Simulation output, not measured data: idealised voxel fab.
process module | voxel double patterning
cross-section cut | 180 nm wide | cells 5 nm
A cross-section is a grid of square cells, given in bands from the top down. A band is one or more rows of cells.
Each band's line starts with the height of the band's top and of its bottom, in nm. Then come its materials from left to right, each with its width in nm. One material with "throughout" fills the band from edge to edge. "air" is empty space.
Height 0 is the level under which the wafer as received is all one material. The lowest band goes on downwards, as in "0 down".
A width such as "30 to 40" changes by the same amount from each row of cells to the next, from the band's top row to its bottom row.
"no change" after a step means that no cell of the cross-section changed.
closed voids: empty space of 8 cells or more with no open way to the top, each as width x height at its distance from the left edge, in nm
after a step's settings: what the simulator itself notes on the step
overlay nm, on a step with a mask: how far to the right of its planned place the mask lay; to the left if negative
plan
1 op RECEIVE | material Si
2 op CONFORMAL_DEP | material SiO2 | thk nm 5
3 op DIRECTIONAL_DEP | material W | thk nm 20
4 op DIRECTIONAL_DEP | material SiCN | thk nm 5
5 op MASKED_ETCH | tone open | mask id FIRST | width nm 15 | pitch nm 50 | etch materials SiCN | depth nm 5 | overlay nm 0
6 op PATTERN | tone open | mask id SECOND | material resist | width nm 15 | pitch nm 50 | thk nm 15 | overlay nm 0
7 op DIRECTIONAL_ETCH | etch materials SiCN | depth nm 5
8 op STRIP | etch materials resist
9 op DIRECTIONAL_ETCH | etch materials W | depth nm 20
10 op STRIP | etch materials SiCN
as received, after step 1
  0 down: Si throughout
  closed voids: none
first wafer at the end, as planned
  25 to 5: W 30 | air 15 | W 10 | air 15 | W 10 | air 15 | W 10 | air 15 | W 10 | air 15 | W 35
  5 to 0: SiO2 throughout
  0 down: Si throughout
  closed voids: none
second wafer at the end: like start, like plan, one mistake
  30 to 10: W 30 | air 15 | W 10 | air 15 | W 10 | air 15 | W 10 | air 15 | W 10 | air 15 | W 35
  10 to 5: W throughout
  5 to 0: SiO2 throughout
  0 down: Si throughout
  closed voids: none
what went wrong: step 3 ran as: op DIRECTIONAL_DEP | material W | thk nm 25
at the end the second wafer has, in cells: 36 more of W
